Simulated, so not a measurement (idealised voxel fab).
process module | voxel transistor to metal
cross-section cut | 180 nm wide | cells 5 nm
A cross-section is a grid of square cells, given in bands from the top down. A band is one or more rows of cells.
Each band's line starts with the height of the band's top and of its bottom, in nm. Then come its materials from left to right, each with its width in nm. One material with "throughout" fills the band from edge to edge. "air" is empty space.
Height 0 is the level under which the wafer as received is all one material. The lowest band goes on downwards, as in "0 down".
A width such as "30 to 40" changes by the same amount from each row of cells to the next, from the band's top row to its bottom row.
"no change" after a step means that no cell of the cross-section changed.
closed voids: empty space of 8 cells or more with no open way to the top, each as width x height at its distance from the left edge, in nm
after a step's settings: what the simulator itself notes on the step
overlay nm, on a step with a mask: how far to the right of its planned place the mask lay; to the left if negative
plan
1 op RECEIVE | material Si
2 op CONFORMAL_DEP | material SiO2 | thk nm 5
3 op CONFORMAL_DEP | material SiN | thk nm 10
4 op MASKED_ETCH | tone cover | mask id ACTIVE | width nm 115 | etch materials SiN | depth nm 10 | overlay nm 0
5 op MASKED_ETCH | tone cover | mask id ACTIVE | width nm 115 | etch materials SiO2 | depth nm 5 | overlay nm 0
6 op MASKED_ETCH | tone cover | mask id ACTIVE | width nm 115 | etch materials Si | depth nm 30 | overlay nm 0
7 op OXIDIZE | depth nm 5
8 op FILL_DEP | material SiO2 | thk nm 10
9 op CMP | height nm 15
10 op SELECTIVE_ETCH | etch materials SiO2 | depth nm 5
11 op STRIP | etch materials SiN
12 op SELECTIVE_ETCH | etch materials SiO2 | depth nm 5
13 op OXIDIZE | depth nm 5
14 op DIRECTIONAL_DEP | material polySi | thk nm 30
15 op DIRECTIONAL_DEP | material SiCN | thk nm 15
16 op MASKED_ETCH | tone cover | mask id GATE | width nm 25 | etch materials SiCN | depth nm 25 | overlay nm 0
17 op MASKED_ETCH | tone cover | mask id GATE | width nm 25 | etch materials polySi | depth nm 40 | overlay nm 0
18 op CONFORMAL_DEP | material SiO2 | thk nm 5
19 op DIRECTIONAL_ETCH | etch materials SiO2 | depth nm 5
20 op CONFORMAL_DEP | material SiN | thk nm 10
21 op DIRECTIONAL_ETCH | etch materials SiN | depth nm 10
22 op DIRECTIONAL_ETCH | etch materials SiO2 | depth nm 5
23 op EPI | material SiGe | thk nm 5
24 op FILL_DEP | material SiO2 | thk nm 5
25 op CMP | height nm 45
26 op DIRECTIONAL_DEP | material SiO2 | thk nm 10
27 op PATTERN | tone open | mask id CONTACT | material resist | width nm 35 | pitch nm 70 | thk nm 15 | overlay nm 0
28 op DIRECTIONAL_ETCH | etch materials SiO2 | depth nm 55
29 op STRIP | etch materials resist
30 op CONFORMAL_DEP | material TiN | thk nm 5
31 op FILL_DEP | material Ru | thk nm 10
32 op CMP | height nm 55
33 op CONFORMAL_DEP | material SiCN | thk nm 5
34 op DIRECTIONAL_DEP | material SiO2 | thk nm 25
35 op PATTERN | tone open | mask id METAL_1 | material resist | width nm 20 | pitch nm 85 | thk nm 15 | overlay nm 0
36 op DIRECTIONAL_ETCH | etch materials SiO2 | depth nm 25
37 op DIRECTIONAL_ETCH | etch materials SiCN | depth nm 5
38 op STRIP | etch materials resist
39 op CONFORMAL_DEP | material TiN | thk nm 5
40 op FILL_DEP | material Ru | thk nm 5
41 op CMP | height nm 85
42 op CONFORMAL_DEP | material SiCN | thk nm 5
43 op DIRECTIONAL_DEP | material lowk | thk nm 30
44 op PATTERN | tone open | mask id METAL_2 | material resist | width nm 20 | pitch nm 85 | thk nm 15 | overlay nm 0
45 op DIRECTIONAL_ETCH | etch materials lowk | depth nm 15
46 op STRIP | etch materials resist
47 op DIRECTIONAL_DEP | material aC | thk nm 10
48 op PATTERN | tone open | mask id METAL_2_HOLES | material resist | width nm 15 | pitch nm 85 | thk nm 25 | overlay nm 0
49 op DIRECTIONAL_ETCH | etch materials aC | depth nm 10
50 op STRIP | etch materials resist
51 op DIRECTIONAL_ETCH | etch materials lowk | depth nm 15
52 op DIRECTIONAL_ETCH | etch materials SiCN | depth nm 5
53 op STRIP | etch materials aC
54 op CONFORMAL_DEP | material TiN | thk nm 5
55 op FILL_DEP | material Ru | thk nm 5
56 op CMP | height nm 120
57 op CONFORMAL_DEP | material SiCN | thk nm 5
as received, after step 1
  0 down: Si throughout
  closed voids: none
a wafer at the end: this start, this plan, one mistake
  125 to 120: SiCN throughout
  120 to 110: lowk 35 | TiN 5 | Ru 10 | TiN 5 | lowk 65 | TiN 5 | Ru 10 | TiN 5 | lowk 40
  110 to 105: lowk 35 | TiN 5 | Ru 5 | TiN 10 | lowk 65 | TiN 5 | Ru 5 | TiN 10 | lowk 40
  105 to 90: lowk 35 | TiN 5 | Ru 5 | TiN 5 | lowk 70 | TiN 5 | Ru 5 | TiN 5 | lowk 45
  90 to 85: SiCN 35 | TiN 15 | SiCN 70 | TiN 15 | SiCN 45
  85 to 60: SiO2 35 | TiN 5 | Ru 10 | TiN 5 | SiO2 65 | TiN 5 | Ru 10 | TiN 5 | SiO2 40
  60 to 55: SiCN 35 | TiN 20 | SiCN 65 | TiN 20 | SiCN 40
  55 to 45: SiO2 35 | TiN 5 | Ru 25 to 20 | TiN 5 to 10 | SiO2 35 | TiN 5 to 10 | Ru 25 to 20 | TiN 5 | SiO2 40
  45 to 30: SiO2 35 | TiN 5 | Ru 20 | TiN 5 | SiN 10 | SiCN 25 | SiN 10 | TiN 5 | Ru 20 | TiN 5 | SiO2 40
  30 to 5: SiO2 35 | TiN 5 | Ru 20 | TiN 5 | SiN 10 | polySi 25 | SiN 10 | TiN 5 | Ru 20 | TiN 5 | SiO2 40
  5 to 0: SiO2 35 | TiN 30 | SiN 10 | polySi 25 | SiN 10 | TiN 30 | SiO2 40
  0 to -5: SiO2 25 | SiN 10 | SiGe 30 | SiN 10 | SiO2 25 | SiN 10 | SiGe 30 | SiN 10 | SiO2 30
  -5 to -35: SiO2 35 | Si 105 | SiO2 40
  -35 down: Si throughout
  closed voids: none
what went wrong: step 18 was left out
